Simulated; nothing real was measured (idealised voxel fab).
Documented hereafter: the process module known as voxel wiring stack.
The figure presents cross-section cut, which has a width of 240 nm and is divided into square cells with an edge length of 5 nm.
A cross-section is a grid of square cells, given in bands from the top down. A band is one or more rows of cells.
Heads up on the band format: heights come first, top then bottom, in nm. After that it's the materials left to right, each with its width in nm. A single material flagged "edge to edge" fills the whole band edge to edge, and "blank" means there's empty space there.
Heights are reckoned from 0. Under this level, the received wafer is all of one material. The bottommost band is open-ended downward, for example "0 -> down".
A width such as "30..40" changes by the same amount from each row of cells to the next, from the band's top row to its bottom row.
Step marked "no change occurred"? Then no cell in the cross-section changed in it.
Enclosed voids (no open way to top), threshold 8 cells or more, entry "Closed void catalog", notation width x height at distance, distance from left edge, nm.
after a step's settings: what the simulator itself notes on the step
For masked steps, "overlay nm" on the step line gives how far right of plan the mask actually lay; a minus sign means it lay to the left.

Plan
1 RECEIVE with material Si
2 CONFORMAL_DEP with material SiO2, thk nm 10
3 DIRECTIONAL_DEP with material TiN, thk nm 5
4 DIRECTIONAL_DEP with material Ru, thk nm 15
5 PATTERN with tone cover, mask id METAL_1, material resist, width nm 20, pitch nm 45, thk nm 20, overlay nm 0
6 DIRECTIONAL_ETCH with etch materials Ru, depth nm 15
7 DIRECTIONAL_ETCH with etch materials TiN, depth nm 5
8 STRIP with etch materials resist
9 FILL_DEP with material SiO2, thk nm 10
10 CMP with height nm 30
11 CONFORMAL_DEP with material SiCN, thk nm 5
12 DIRECTIONAL_DEP with material SiO2, thk nm 25
13 PATTERN with tone open, mask id METAL_2_HOLES, material resist, width nm 15, pitch nm 45, thk nm 20, overlay nm 0
14 DIRECTIONAL_ETCH with etch materials SiO2, depth nm 25
15 STRIP with etch materials resist
16 DIRECTIONAL_DEP with material aC, thk nm 15
17 PATTERN with tone open, mask id METAL_2, material resist, width nm 20, pitch nm 45, thk nm 35, overlay nm 0
18 DIRECTIONAL_ETCH with etch materials aC, depth nm 15
19 STRIP with etch materials resist
20 DIRECTIONAL_ETCH with etch materials SiO2, depth nm 15
21 DIRECTIONAL_ETCH with etch materials SiCN, depth nm 5
22 STRIP with etch materials aC
23 CONFORMAL_DEP with material TiN, thk nm 5
24 FILL_DEP with material Cu, thk nm 10
25 CMP with height nm 60
26 CONFORMAL_DEP with material SiCN, thk nm 5
27 DIRECTIONAL_DEP with material SiO2, thk nm 15
28 DIRECTIONAL_DEP with material aC, thk nm 10
29 PATTERN with tone open, mask id PLUG_2, material resist, width nm 15, pitch nm 90, thk nm 25, overlay nm 0
30 DIRECTIONAL_ETCH with etch materials aC, depth nm 10
31 STRIP with etch materials resist
32 DIRECTIONAL_ETCH with etch materials SiO2, depth nm 15
33 DIRECTIONAL_ETCH with etch materials SiCN, depth nm 5
34 STRIP with etch materials aC
35 CONFORMAL_DEP with material TiN, thk nm 5
36 FILL_DEP with material Ru, thk nm 10
37 CMP with height nm 80
38 CONFORMAL_DEP with material SiN, thk nm 5
39 DIRECTIONAL_DEP with material SiO2, thk nm 15
40 PATTERN with tone open, mask id METAL_3, material resist, width nm 20, pitch nm 45, thk nm 20, overlay nm 0
41 DIRECTIONAL_ETCH with etch materials SiO2, depth nm 15
42 DIRECTIONAL_ETCH with etch materials SiN, depth nm 5
43 STRIP with etch materials resist
44 CONFORMAL_DEP with material TiN, thk nm 5
45 FILL_DEP with material Ru, thk nm 10
46 CMP with height nm 100
47 EPI with material Ru, thk nm 5
48 FILL_DEP with material SiCN, thk nm 5

Cross-section: wafer on arrival = after step 1
  0 -> down | Si edge to edge
  Closed void catalog: none

Cross-sectional image of the first of two wafers at the end of the module, the run having proceeded as planned
  110 -> 105 | SiCN edge to edge
  105 -> 100 | SiCN 35 | Ru 30 | SiCN 15 | Ru 30 | SiCN 15 | Ru 30 | SiCN 15 | Ru 30 | SiCN 40
  100 -> 85 | SiO2 40 | TiN 5 | Ru 10 | TiN 5 | SiO2 25 | TiN 5 | Ru 10 | TiN 5 | SiO2 25 | TiN 5 | Ru 10 | TiN 5 | SiO2 25 | TiN 5 | Ru 10 | TiN 5 | SiO2 45
  85 -> 80 | SiN 40 | TiN 20 | SiN 25 | TiN 20 | SiN 25 | TiN 20 | SiN 25 | TiN 20 | SiN 45
  80 -> 65 | SiO2 40 | TiN 5 | Ru 5 | TiN 5 | SiO2 75 | TiN 5 | Ru 5 | TiN 5 | SiO2 95
  65 -> 60 | SiCN 40 | TiN 15 | SiCN 75 | TiN 15 | SiCN 95
  60 -> 50 | SiO2 40 | TiN 5 | Cu 10 | TiN 5 | SiO2 25 | TiN 5 | Cu 10 | TiN 5 | SiO2 25 | TiN 5 | Cu 10 | TiN 5 | SiO2 25 | TiN 5 | Cu 10 | TiN 5 | SiO2 45
  50 -> 45 | SiO2 40 | TiN 5 | Cu 5 | TiN 10 | SiO2 25 | TiN 5 | Cu 5 | TiN 10 | SiO2 25 | TiN 5 | Cu 5 | TiN 10 | SiO2 25 | TiN 5 | Cu 5 | TiN 10 | SiO2 45
  45 -> 35 | SiO2 40 | TiN 5 | Cu 5 | TiN 5 | SiO2 30 | TiN 5 | Cu 5 | TiN 5 | SiO2 30 | TiN 5 | Cu 5 | TiN 5 | SiO2 30 | TiN 5 | Cu 5 | TiN 5 | SiO2 50
  35 -> 30 | SiCN 40 | TiN 15 | SiCN 30 | TiN 15 | SiCN 30 | TiN 15 | SiCN 30 | TiN 15 | SiCN 50
  30 -> 15 | SiO2 40 | Ru 20 | SiO2 25 | Ru 20 | SiO2 25 | Ru 20 | SiO2 25 | Ru 20 | SiO2 45
  15 -> 10 | SiO2 40 | TiN 20 | SiO2 25 | TiN 20 | SiO2 25 | TiN 20 | SiO2 25 | TiN 20 | SiO2 45
  10 -> 0 | SiO2 edge to edge
  0 -> down | Si edge to edge
  Closed void catalog: none

Wafer two, sectioned after the module: the first wafer's start, the first wafer's plan, and one mistake in how it was run
  110 -> 105 | SiCN edge to edge
  105 -> 100 | SiCN 35 | Ru 30 | SiCN 15 | Ru 30 | SiCN 15 | Ru 30 | SiCN 15 | Ru 30 | SiCN 40
  100 -> 85 | SiO2 40 | TiN 5 | Ru 10 | TiN 5 | SiO2 25 | TiN 5 | Ru 10 | TiN 5 | SiO2 25 | TiN 5 | Ru 10 | TiN 5 | SiO2 25 | TiN 5 | Ru 10 | TiN 5 | SiO2 45
  85 -> 80 | SiN 40 | TiN 20 | SiN 25 | TiN 20 | SiN 25 | TiN 20 | SiN 25 | TiN 20 | SiN 45
  80 -> 65 | SiO2 40 | TiN 5 | Ru 5 | TiN 5 | SiO2 75 | TiN 5 | Ru 5 | TiN 5 | SiO2 95
  65 -> 60 | SiCN 40 | TiN 15 | SiCN 75 | TiN 15 | SiCN 95
  60 -> 50 | SiO2 40 | TiN 5 | Cu 10 | TiN 5 | SiO2 25 | TiN 5 | Cu 10 | TiN 5 | SiO2 25 | TiN 5 | Cu 10 | TiN 5 | SiO2 25 | TiN 5 | Cu 10 | TiN 5 | SiO2 45
  50 -> 45 | SiO2 40 | TiN 5 | Cu 5 | TiN 10 | SiO2 25 | TiN 5 | Cu 5 | TiN 10 | SiO2 25 | TiN 5 | Cu 5 | TiN 10 | SiO2 25 | TiN 5 | Cu 5 | TiN 10 | SiO2 45
  45 -> 35 | SiO2 40 | TiN 5 | Cu 5 | TiN 5 | SiO2 30 | TiN 5 | Cu 5 | TiN 5 | SiO2 30 | TiN 5 | Cu 5 | TiN 5 | SiO2 30 | TiN 5 | Cu 5 | TiN 5 | SiO2 50
  35 -> 30 | SiCN 40 | TiN 15 | SiCN 30 | TiN 15 | SiCN 30 | TiN 15 | SiCN 30 | TiN 15 | SiCN 50
  30 -> 25 | SiO2 edge to edge
  25 -> 15 | SiO2 40 | Ru 20 | SiO2 25 | Ru 20 | SiO2 25 | Ru 20 | SiO2 25 | Ru 20 | SiO2 45
  15 -> 10 | SiO2 40 | TiN 20 | SiO2 25 | TiN 20 | SiO2 25 | TiN 20 | SiO2 25 | TiN 20 | SiO2 45
  10 -> 0 | SiO2 edge to edge
  0 -> down | Si edge to edge
  Closed void catalog: none
What was done differently from what was planned? in deviation from the planned setting, step 4 was conducted as DIRECTIONAL_DEP with material Ru, thk nm 10
Final tally in cells, some materials are higher or lower on the second wafer than on the first: -16 Ru | +16 SiO2
